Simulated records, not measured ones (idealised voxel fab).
This section sets out a process module, namely voxel self aligned vias.
The cross-section on display is named cut; it measures 215 nm wide, and its cells are 5 nm squares.
Throughout this document, each cross-section is represented as a grid of square cells and is presented as a sequence of bands enumerated from the top downward, where a band comprises one or more rows of cells. Read a band's entry like this: the first values are the height of its top and the height of its bottom in nm, and what follows is the sequence of materials from left to right, each with its width in nm. Note that "air" is empty space, and that a single material marked "edge to edge" reaches across the band from edge to edge. The level at which height equals 0 is the one under which the wafer, as it arrives, is entirely one material. No lower edge exists for the bottom band, which continues downward and is notated as in "z 0 and below". The notation "30 to 40" denotes a width that varies across the rows of cells in the band, beginning at the first number in the top row, finishing at the second number in the bottom row, and changing by an identical amount from each row to the next. A step reported as "remained unchanged" is a step in which no cell of the cross-section changed. "Cavities, closed" enumerates empty spaces isolated from the top, with no open way to it, that contain at least 8 cells, giving each as width x height at distance from the left edge, all three in nm. Where a step's line continues beyond its settings, the continuation is a remark by the simulator itself on that step. overlay nm, on a step with a mask: how far to the right of its planned place the mask lay; to the left if negative.

**So here's the lineup of process steps we planned**
step 1: RECEIVE | material Si
step 2: CONFORMAL_DEP | material SiO2 | thk nm 15
step 3: CONFORMAL_DEP | material SiCN | thk nm 5
step 4: DIRECTIONAL_DEP | material lowk | thk nm 30
step 5: PATTERN | tone open | mask id LINES | material resist | width nm 30 | pitch nm 70 | thk nm 15 | overlay nm 0
step 6: DIRECTIONAL_ETCH | etch materials lowk | depth nm 30
step 7: STRIP | etch materials resist
step 8: CONFORMAL_DEP | material TiN | thk nm 5
step 9: FILL_DEP | material W | thk nm 10
step 10: CMP | height nm 50
step 11: SELECTIVE_ETCH | etch materials W Ru TiN | depth nm 5
step 12: FILL_DEP | material SiN | thk nm 5
step 13: CMP | height nm 50
step 14: DIRECTIONAL_DEP | material lowk | thk nm 15
step 15: MASKED_ETCH | tone open | mask id VIAS | width nm 50 | pitch nm 70 | etch materials lowk | depth nm 15 | overlay nm 0
step 16: MASKED_ETCH | tone open | mask id VIAS | width nm 50 | pitch nm 70 | etch materials SiN | depth nm 5 | overlay nm 0
step 17: CONFORMAL_DEP | material TiN | thk nm 5
step 18: FILL_DEP | material W | thk nm 5
step 19: CMP | height nm 65
step 20: CONFORMAL_DEP | material SiCN | thk nm 5

**Here's what the wafer looked like in cross-section when it arrived - that's after step 1**
z 0 and below | Si edge to edge
Cavities, closed: none

**The first of two wafers, cross-sectioned at the end of the module, with the run proceeding as planned**
z 70 to 65 | SiCN edge to edge
z 65 to 55 | 45 of lowk; 5 of TiN; 40 of W; 5 of TiN; 20 of lowk; 5 of TiN; 40 of W; 5 of TiN; 50 of lowk
z 55 to 50 | 45 of lowk; 15 of TiN; 20 of W; 15 of TiN; 20 of lowk; 15 of TiN; 20 of W; 15 of TiN; 50 of lowk
z 50 to 45 | 55 of lowk; 30 of TiN; 40 of lowk; 30 of TiN; 60 of lowk
z 45 to 25 | 55 of lowk; 5 of TiN; 20 of W; 5 of TiN; 40 of lowk; 5 of TiN; 20 of W; 5 of TiN; 60 of lowk
z 25 to 20 | 55 of lowk; 30 of TiN; 40 of lowk; 30 of TiN; 60 of lowk
z 20 to 15 | SiCN edge to edge
z 15 to 0 | SiO2 edge to edge
z 0 and below | Si edge to edge
Cavities, closed: none

**second wafer at the end: like start, like plan, one mistake**
z 70 to 65 | SiCN edge to edge
z 65 to 50 | 45 of lowk; 5 of TiN; 40 of W; 5 of TiN; 20 of lowk; 5 of TiN; 40 of W; 5 of TiN; 50 of lowk
z 50 to 45 | 45 of SiN; 50 of TiN; 20 of SiN; 50 of TiN; 50 of SiN
z 45 to 40 | W edge to edge
z 40 to 35 | 60 of TiN; 20 of W; 50 of TiN; 20 of W; 65 of TiN
z 35 to 10 | 55 of lowk; 5 of TiN; 20 of W; 5 of TiN; 40 of lowk; 5 of TiN; 20 of W; 5 of TiN; 60 of lowk
z 10 to 5 | 55 of lowk; 30 of TiN; 40 of lowk; 30 of TiN; 60 of lowk
z 5 to 0 | SiCN edge to edge
z 0 and below | Si edge to edge
Cavities, closed: none
Nonconformance to the process plan: the run left out plan step 2 entirely, so it was never executed
The closing comparison, in cells, has the second wafer with more or fewer of some materials than the first: +23 SiN; -129 SiO2; +39 TiN; +67 W
